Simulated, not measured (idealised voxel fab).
process module | voxel double patterning
cross-section cut | 265 nm wide | cells 5 nm
A cross-section is a grid of square cells, given in bands from the top down. A band is one or more rows of cells.
Each band's line starts with the height of the band's top and of its bottom, in nm. Then come its materials from left to right, each with its width in nm. One material with "throughout" fills the band from edge to edge. "air" is empty space.
Height 0 is the level under which the wafer as received is all one material. The lowest band goes on downwards, as in "0 down".
A width such as "30 to 40" changes by the same amount from each row of cells to the next, from the band's top row to its bottom row.
"no change" after a step means that no cell of the cross-section changed.
closed voids: empty space of 8 cells or more with no open way to the top, each as width x height at its distance from the left edge, in nm
after a step's settings: what the simulator itself notes on the step
overlay nm, on a step with a mask: how far to the right of its planned place the mask lay; to the left if negative
plan
1 op RECEIVE | material Si
2 op CONFORMAL_DEP | material SiO2 | thk nm 5
3 op DIRECTIONAL_DEP | material TiN | thk nm 15
4 op DIRECTIONAL_DEP | material SiN | thk nm 5
5 op MASKED_ETCH | tone open | mask id FIRST | width nm 15 | pitch nm 50 | etch materials SiN | depth nm 5 | overlay nm 0
6 op PATTERN | tone open | mask id SECOND | material resist | width nm 15 | pitch nm 50 | thk nm 15 | overlay nm 0
7 op DIRECTIONAL_ETCH | etch materials SiN | depth nm 5
8 op STRIP | etch materials resist
9 op DIRECTIONAL_ETCH | etch materials TiN | depth nm 15
10 op STRIP | etch materials SiN
as received, after step 1
  0 down: Si throughout
  closed voids: none
a wafer at the end: this start, this plan, one mistake
  35 to 20: TiN 75 | air 15 | TiN 10 | air 15 | TiN 10 | air 15 | TiN 10 | air 15 | TiN 10 | air 15 | TiN 75
  20 to 5: TiN throughout
  5 to 0: SiO2 throughout
  0 down: Si throughout
  closed voids: none
what went wrong: step 3 was run twice
